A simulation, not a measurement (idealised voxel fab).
Process module in this document: voxel wiring stack
Cross-section cut spans 205 nm and uses square cells 5 nm in size.
For the purposes of this document, a cross-section shall be understood as a grid of square cells, specified as bands listed in top-to-bottom order, each band consisting of one or more rows of cells. The band entry comprises the height of the band's top followed by the height of its bottom, expressed in nm, and subsequently the band's materials from left to right, each stated together with its width in nm. Where a single material is marked with the word "all across", that material fills the band from edge to edge. The word "empty" represents empty space. Below 0: as-received wafer, all one material; heights counted from there. Lowest band: no bottom, goes on down, written "0 nm and below". Width: "30..40" (first number = top row, second number = bottom row, same change from row to row of cells). Any step labelled "nothing was modified" changed none of the cells in the cross-section. "Voids, enclosed" lists enclosed empty spaces (at least 8 cells, no open path upward to the top), each as width x height at distance from the left edge, in nm. Text after the settings on a step's line: the simulator's own remark on that step. A step's line can hold "overlay nm"; with a mask on that step, the setting says how far right of the planned place the mask lay, while a negative setting says it lay to the left.
**This section lists the process steps that were planned**
- 1: RECEIVE with material Si
- 2: CONFORMAL_DEP with material SiO2, thk nm 15
- 3: CONFORMAL_DEP with material SiCN, thk nm 5
- 4: DIRECTIONAL_DEP with material SiO2, thk nm 25
- 5: PATTERN with tone open, mask id METAL_1, material resist, width nm 30, pitch nm 45, thk nm 15, overlay nm 0
- 6: DIRECTIONAL_ETCH with etch materials SiO2, depth nm 25
- 7: DIRECTIONAL_ETCH with etch materials SiCN, depth nm 5
- 8: STRIP with etch materials resist
- 9: CONFORMAL_DEP with material TiN, thk nm 5
- 10: FILL_DEP with material Ru, thk nm 10
- 11: CMP with height nm 45
- 12: CONFORMAL_DEP with material SiCN, thk nm 5
- 13: DIRECTIONAL_DEP with material lowk, thk nm 15
- 14: DIRECTIONAL_DEP with material aC, thk nm 10
- 15: PATTERN with tone open, mask id PLUG_1, material resist, width nm 15, pitch nm 45, thk nm 25, overlay nm 0
- 16: DIRECTIONAL_ETCH with etch materials aC, depth nm 10
- 17: STRIP with etch materials resist
- 18: DIRECTIONAL_ETCH with etch materials lowk, depth nm 15
- 19: DIRECTIONAL_ETCH with etch materials SiCN, depth nm 5
- 20: STRIP with etch materials aC
- 21: EPI with material Ru, thk nm 10
- 22: EPI with material Ru, thk nm 10
- 23: DIRECTIONAL_DEP with material TiN, thk nm 5
- 24: DIRECTIONAL_DEP with material W, thk nm 15
- 25: DIRECTIONAL_DEP with material aC, thk nm 15
- 26: PATTERN with tone cover, mask id METAL_2, material resist, width nm 30, pitch nm 45, thk nm 30, overlay nm 0
- 27: DIRECTIONAL_ETCH with etch materials aC, depth nm 15
- 28: STRIP with etch materials resist
- 29: DIRECTIONAL_ETCH with etch materials W, depth nm 15
- 30: DIRECTIONAL_ETCH with etch materials TiN, depth nm 5
- 31: STRIP with etch materials aC
- 32: FILL_DEP with material SiO2, thk nm 5
- 33: CMP with height nm 85
- 34: CONFORMAL_DEP with material SiCN, thk nm 5
- 35: DIRECTIONAL_DEP with material lowk, thk nm 30
- 36: PATTERN with tone open, mask id METAL_3, material resist, width nm 30, pitch nm 45, thk nm 15, overlay nm 0
- 37: DIRECTIONAL_ETCH with etch materials lowk, depth nm 15
- 38: STRIP with etch materials resist
- 39: MASKED_ETCH with tone open, mask id METAL_3_HOLES, width nm 15, etch materials lowk, depth nm 15, overlay nm 0
- 40: MASKED_ETCH with tone open, mask id METAL_3_HOLES, width nm 15, etch materials SiCN, depth nm 5, overlay nm 0
- 41: CONFORMAL_DEP with material TiN, thk nm 5
- 42: FILL_DEP with material Cu, thk nm 10
- 43: CMP with height nm 120
- 44: CONFORMAL_DEP with material SiCN, thk nm 5
- 45: DIRECTIONAL_DEP with material lowk, thk nm 30
- 46: DIRECTIONAL_DEP with material aC, thk nm 10
- 47: PATTERN with tone open, mask id METAL_4, material resist, width nm 30, pitch nm 45, thk nm 30, overlay nm 0
- 48: DIRECTIONAL_ETCH with etch materials aC, depth nm 10
- 49: STRIP with etch materials resist
- 50: DIRECTIONAL_ETCH with etch materials lowk, depth nm 15
- 51: STRIP with etch materials aC
- 52: DIRECTIONAL_DEP with material aC, thk nm 10
- 53: PATTERN with tone open, mask id METAL_4_HOLES, material resist, width nm 15, thk nm 30, overlay nm 0
- 54: DIRECTIONAL_ETCH with etch materials aC, depth nm 10
- 55: STRIP with etch materials resist
- 56: DIRECTIONAL_ETCH with etch materials lowk, depth nm 15
- 57: DIRECTIONAL_ETCH with etch materials SiCN, depth nm 5
- 58: STRIP with etch materials aC
- 59: CONFORMAL_DEP with material TiN, thk nm 5
- 60: FILL_DEP with material Cu, thk nm 10
- 61: CMP with height nm 155
- 62: CONFORMAL_DEP with material SiCN, thk nm 5
The plan's step 39 width nm is the first wafer's value; the wafers differ in this setting and start identical.
**The as-received cross-section of the first of several wafers corresponds to the state after step 1**
	0 nm and below: Si all across
	Voids, enclosed: none
**Wafer rows, end of module: cells per material gained (+) or lost (-) since receipt; closed voids last**
width nm 15, +40 Cu, +64 Ru, +181 SiCN, +384 SiO2, +100 TiN, +36 W, +507 lowk, Voids, enclosed: none
width nm 20, +43 Cu, +64 Ru, +181 SiCN, +384 SiO2, +100 TiN, +36 W, +504 lowk, Voids, enclosed: none
width nm 25, +45 Cu, +64 Ru, +181 SiCN, +384 SiO2, +101 TiN, +36 W, +501 lowk, Voids, enclosed: none
width nm 30, +48 Cu, +64 Ru, +181 SiCN, +384 SiO2, +101 TiN, +36 W, +498 lowk, Voids, enclosed: none
